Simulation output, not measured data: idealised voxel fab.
Presented below is a process module, voxel lift off.
Section cut is 140 nm wide and gridded with 5 nm square cells.
Bands, listed from the top down, are how a cross-section gets written in this document; the cross-section itself is a grid of square cells, and a band is one or more rows of them.
The band entry comprises the height of the band's top followed by the height of its bottom, expressed in nm, and subsequently the band's materials from left to right, each stated together with its width in nm. Where a single material is marked with the word "everywhere", that material fills the band from edge to edge. The word "air" represents empty space.
We count height from 0. Below that, the starting wafer is all one material. The lowest band never ends at the bottom but goes on down; see "0 and below" for how that is written.
Graded width ("30 to 40"): value in top row of band = first number; value in bottom row = second number; row-to-row change constant.
"remains unaltered" (step): cross-section cells unchanged, all of them.
"Closed-off voids" means: voids of 8 cells or more that are shut off from the top with no open way through. Written width x height at distance, distance from the left edge, in nm.
Whatever follows a step's settings on its line is a remark the simulator itself makes about that step.
"overlay nm" on a masked step: distance the mask lay right of its planned place, negative for left.

[Process steps foreseen in the plan]
1) RECEIVE | material Si
2) CONFORMAL_DEP | material Al2O3 | thk nm 10
3) PATTERN | tone open | mask id LINES | material resist | width nm 25 | pitch nm 40 | thk nm 20 | overlay nm 0
4) DIRECTIONAL_DEP | material Ru | thk nm 10
5) STRIP | etch materials resist
6) CONFORMAL_DEP | material SiO2 | thk nm 10

[First wafer of two (run as planned)]

[Cross-section of the wafer upon arrival, representing the state reached after step 1]
* 0 and below | Si everywhere
* Closed-off voids: none

[Cross-section of the wafer subsequent to step 2]
* 10 down to 0 | Al2O3 everywhere
* Under the height 0 nothing was changed.

[Cross-section of the wafer subsequent to step 3]
* 30 down to 10 | resist 15 nm; air 25 nm; resist 15 nm; air 25 nm; resist 15 nm; air 25 nm; resist 20 nm
* Under the height 10 nothing was changed.

[Cross-section of the wafer subsequent to step 4]
* 40 down to 30 | Ru 15 nm; air 25 nm; Ru 15 nm; air 25 nm; Ru 15 nm; air 25 nm; Ru 20 nm
* 30 down to 20 | resist 15 nm; air 25 nm; resist 15 nm; air 25 nm; resist 15 nm; air 25 nm; resist 20 nm
* 20 down to 10 | resist 15 nm; Ru 25 nm; resist 15 nm; Ru 25 nm; resist 15 nm; Ru 25 nm; resist 20 nm
* Under the height 10 nothing was changed.

[Cross-section of the wafer subsequent to step 5]
* 20 down to 10 | air 15 nm; Ru 25 nm; air 15 nm; Ru 25 nm; air 15 nm; Ru 25 nm; air 20 nm
* Under the height 10 nothing was changed.

[Cross-section of the wafer subsequent to step 6]
* 30 down to 20 | air 5 nm; SiO2 125 nm; air 10 nm
* 20 down to 10 | SiO2 15 nm; Ru 25 nm; SiO2 15 nm; Ru 25 nm; SiO2 15 nm; Ru 25 nm; SiO2 20 nm
* Under the height 10 nothing was changed.

[The second wafer: identical to the first at the outset and in its planned sequence, differing only in that one mistake was made during processing; up to and including step 2, its path is the first wafer's path]

[The second wafer in cross-section, at the planned close of step 3]
* 30 down to 10 | resist 20 nm; air 20 nm; resist 20 nm; air 20 nm; resist 20 nm; air 20 nm; resist 20 nm
* Under the height 10 nothing was changed.

[The second wafer in cross-section, at the planned close of step 4]
* 40 down to 30 | Ru 20 nm; air 20 nm; Ru 20 nm; air 20 nm; Ru 20 nm; air 20 nm; Ru 20 nm
* 30 down to 20 | resist 20 nm; air 20 nm; resist 20 nm; air 20 nm; resist 20 nm; air 20 nm; resist 20 nm
* 20 down to 10 | resist 20 nm; Ru 20 nm; resist 20 nm; Ru 20 nm; resist 20 nm; Ru 20 nm; resist 20 nm
* Under the height 10 nothing was changed.

[The second wafer in cross-section, at the planned close of step 5]
* 20 down to 10 | air 20 nm; Ru 20 nm; air 20 nm; Ru 20 nm; air 20 nm; Ru 20 nm; air 20 nm
* Under the height 10 nothing was changed.

[The second wafer in cross-section, at the planned close of step 6]
* 30 down to 20 | air 10 nm; SiO2 120 nm; air 10 nm
* 20 down to 10 | SiO2 20 nm; Ru 20 nm; SiO2 20 nm; Ru 20 nm; SiO2 20 nm; Ru 20 nm; SiO2 20 nm
* Under the height 10 nothing was changed.
Run error: step 3 went in with a setting other than planned; the actual run was PATTERN | tone open | mask id LINES | material resist | width nm 20 | pitch nm 40 | thk nm 20 | overlay nm 0
Upon completion, the second wafer contains, in terms of cells, a greater or smaller amount of certain materials than the first wafer: 6 fewer of Ru, 4 more of SiO2
